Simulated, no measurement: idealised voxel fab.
process module | voxel quadruple lines
cross-section cut | 190 nm wide | cells 5 nm
A cross-section is a grid of square cells, given in bands from the top down. A band is one or more rows of cells.
Each band's line starts with the height of the band's top and of its bottom, in nm. Then come its materials from left to right, each with its width in nm. One material with "throughout" fills the band from edge to edge. "air" is empty space.
Height 0 is the level under which the wafer as received is all one material. The lowest band goes on downwards, as in "0 down".
A width such as "30 to 40" changes by the same amount from each row of cells to the next, from the band's top row to its bottom row.
"no change" after a step means that no cell of the cross-section changed.
closed voids: empty space of 8 cells or more with no open way to the top, each as width x height at its distance from the left edge, in nm
after a step's settings: what the simulator itself notes on the step
overlay nm, on a step with a mask: how far to the right of its planned place the mask lay; to the left if negative
plan
1 op RECEIVE | material Si
2 op CONFORMAL_DEP | material SiO2 | thk nm 10
3 op DIRECTIONAL_DEP | material W | thk nm 15
4 op DIRECTIONAL_DEP | material polySi | thk nm 15
5 op DIRECTIONAL_DEP | material aC | thk nm 25
6 op PATTERN | tone cover | mask id MANDREL | material resist | width nm 20 | pitch nm 60 | thk nm 30 | overlay nm 0
7 op DIRECTIONAL_ETCH | etch materials aC | depth nm 25
8 op STRIP | etch materials resist
9 op CONFORMAL_DEP | material SiO2 | thk nm 10
10 op DIRECTIONAL_ETCH | etch materials SiO2 | depth nm 10
11 op STRIP | etch materials aC
12 op DIRECTIONAL_ETCH | etch materials polySi | depth nm 15
13 op STRIP | etch materials SiO2
14 op CONFORMAL_DEP | material SiCN | thk nm 5
15 op DIRECTIONAL_ETCH | etch materials SiCN | depth nm 5
16 op STRIP | etch materials polySi
17 op DIRECTIONAL_ETCH | etch materials W | depth nm 15
18 op STRIP | etch materials SiCN
as received, after step 1
  0 down: Si throughout
  closed voids: none
a wafer at the end: this start, this plan, one mistake
  25 to 10: air 40 | W 20 | air 10 | W 20 | air 10 | W 20 | air 10 | W 20 | air 40
  10 to 0: SiO2 throughout
  0 down: Si throughout
  closed voids: none
what went wrong: steps 16 and 17 were swapped
